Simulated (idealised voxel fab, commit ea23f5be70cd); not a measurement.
The name of this process module is voxel capacitor over wiring.
cross-section cut | 270 nm wide | cells 5 nm
Each cross-section below is a grid of square cells, stated as bands in top-down order, with one or more rows of cells making up each band. A band entry consists of two parts. The first gives the height of the band's top and the height of its bottom, in nm. The rest lists the band's materials from left to right, each with its width in nm. A single material labelled with the word "all across" fills the band from edge to edge, and the word "air" marks empty space. Measure heights from 0. That's the level where, below it, the as-received wafer is all one material. The lowest band is bottomless and extends downward; write it as in "0 down". You'd read "30 to 40" like this: the band's top row of cells is as wide as the first number, its bottom row is as wide as the second, and going down, every row changes width by the same amount as the row before did. You'll sometimes find "no alterations made" written for a step, and that's the way of saying that nowhere in the cross-section did a cell change during that step. Basically, "Cavities, closed" tells you about the enclosed voids: empty spaces with no open way to the top, 8 cells or bigger, each written width x height at distance, where distance is from the left edge, all in nm. Past the settings on a step's line: simulator remark, on that step. The "overlay nm" setting may appear on a step's line; for a step that uses a mask, it gives how far to the right of its planned position the mask lay, and a negative value indicates the left.
The planned process steps are enumerated hereunder
1: RECEIVE, material Si
2: CONFORMAL_DEP, material SiO2, thk nm 15
3: CONFORMAL_DEP, material SiCN, thk nm 5
4: DIRECTIONAL_DEP, material lowk, thk nm 25
5: MASKED_ETCH, tone open, mask id METAL_1, width nm 20, pitch nm 90, etch materials lowk, depth nm 25, overlay nm 0
6: MASKED_ETCH, tone open, mask id METAL_1, width nm 20, pitch nm 90, etch materials SiCN, depth nm 5, overlay nm 0
7: CONFORMAL_DEP, material TiN, thk nm 5
8: FILL_DEP, material W, thk nm 5
9: CMP, height nm 45
10: CONFORMAL_DEP, material SiCN, thk nm 5
11: DIRECTIONAL_DEP, material lowk, thk nm 20
12: MASKED_ETCH, tone open, mask id PLUG_1, width nm 15, etch materials lowk, depth nm 20, overlay nm 0
13: MASKED_ETCH, tone open, mask id PLUG_1, width nm 15, etch materials SiCN, depth nm 5, overlay nm 0
14: CONFORMAL_DEP, material TiN, thk nm 5
15: FILL_DEP, material Ru, thk nm 5
16: CMP, height nm 70
17: DIRECTIONAL_DEP, material TiN, thk nm 10
18: DIRECTIONAL_DEP, material HfO2, thk nm 5
19: DIRECTIONAL_DEP, material TiN, thk nm 10
20: MASKED_ETCH, tone cover, mask id UPPER_PLATE, width nm 75, etch materials TiN, depth nm 10, overlay nm 0
21: MASKED_ETCH, tone cover, mask id UPPER_PLATE, width nm 75, etch materials HfO2, depth nm 5, overlay nm 0
22: PATTERN, tone cover, mask id LOWER_PLATE, material resist, width nm 85, thk nm 15, overlay nm 0
23: DIRECTIONAL_ETCH, etch materials TiN, depth nm 10
24: STRIP, etch materials resist
25: FILL_DEP, material SiO2, thk nm 15
26: CMP, height nm 105
27: DIRECTIONAL_DEP, material aC, thk nm 10
28: PATTERN, tone open, mask id PLUG_2, material resist, width nm 15, thk nm 30, overlay nm 0
29: DIRECTIONAL_ETCH, etch materials aC, depth nm 10
30: STRIP, etch materials resist
31: DIRECTIONAL_ETCH, etch materials SiO2, depth nm 10
32: STRIP, etch materials aC
33: CONFORMAL_DEP, material TiN, thk nm 5
34: FILL_DEP, material Ru, thk nm 5
35: CMP, height nm 105
36: CONFORMAL_DEP, material SiN, thk nm 5
Incoming wafer in cross-section (state: after step 1)
  0 down | Si all across
  Cavities, closed: none
Cross-section, first of two wafers, end of module, run as planned
  110 to 105 | SiN all across
  105 to 100 | SiO2: 95; TiN: 5; Ru: 5; TiN: 5; SiO2: 160
  100 to 95 | SiO2: 95; TiN: 15; SiO2: 160
  95 to 85 | SiO2: 85; TiN: 75; SiO2: 110
  85 to 80 | SiO2: 85; HfO2: 75; SiO2: 110
  80 to 70 | SiO2: 80; TiN: 85; SiO2: 105
  70 to 50 | lowk: 85; TiN: 5; Ru: 5; TiN: 5; lowk: 170
  50 to 45 | SiCN: 85; TiN: 15; SiCN: 170
  45 to 20 | lowk: 80; TiN: 5; W: 10; TiN: 5; lowk: 70; TiN: 5; W: 10; TiN: 5; lowk: 80
  20 to 15 | SiCN: 80; TiN: 20; SiCN: 70; TiN: 20; SiCN: 80
  15 to 0 | SiO2 all across
  0 down | Si all across
  Cavities, closed: none
Second wafer through the module, sectioned at the end: same beginning and same plan as the first wafer, with one mistake in carrying it out
  110 to 105 | SiN all across
  105 to 100 | SiO2: 95; TiN: 5; Ru: 5; TiN: 5; SiO2: 160
  100 to 95 | SiO2: 95; TiN: 15; SiO2: 160
  95 to 85 | SiO2: 90; TiN: 70; SiO2: 110
  85 to 80 | SiO2: 85; HfO2: 75; SiO2: 110
  80 to 70 | SiO2: 80; TiN: 85; SiO2: 105
  70 to 50 | lowk: 85; TiN: 5; Ru: 5; TiN: 5; lowk: 170
  50 to 45 | SiCN: 85; TiN: 15; SiCN: 170
  45 to 20 | lowk: 80; TiN: 5; W: 10; TiN: 5; lowk: 70; TiN: 5; W: 10; TiN: 5; lowk: 80
  20 to 15 | SiCN: 80; TiN: 20; SiCN: 70; TiN: 20; SiCN: 80
  15 to 0 | SiO2 all across
  0 down | Si all across
  Cavities, closed: none
Misprocessing identified: not per plan at step 20, really ran MASKED_ETCH, tone cover, mask id UPPER_PLATE, width nm 70, etch materials TiN, depth nm 10, overlay nm 0
Final cells, second wafer relative to first, materials higher or lower: SiO2 +2 | TiN -2
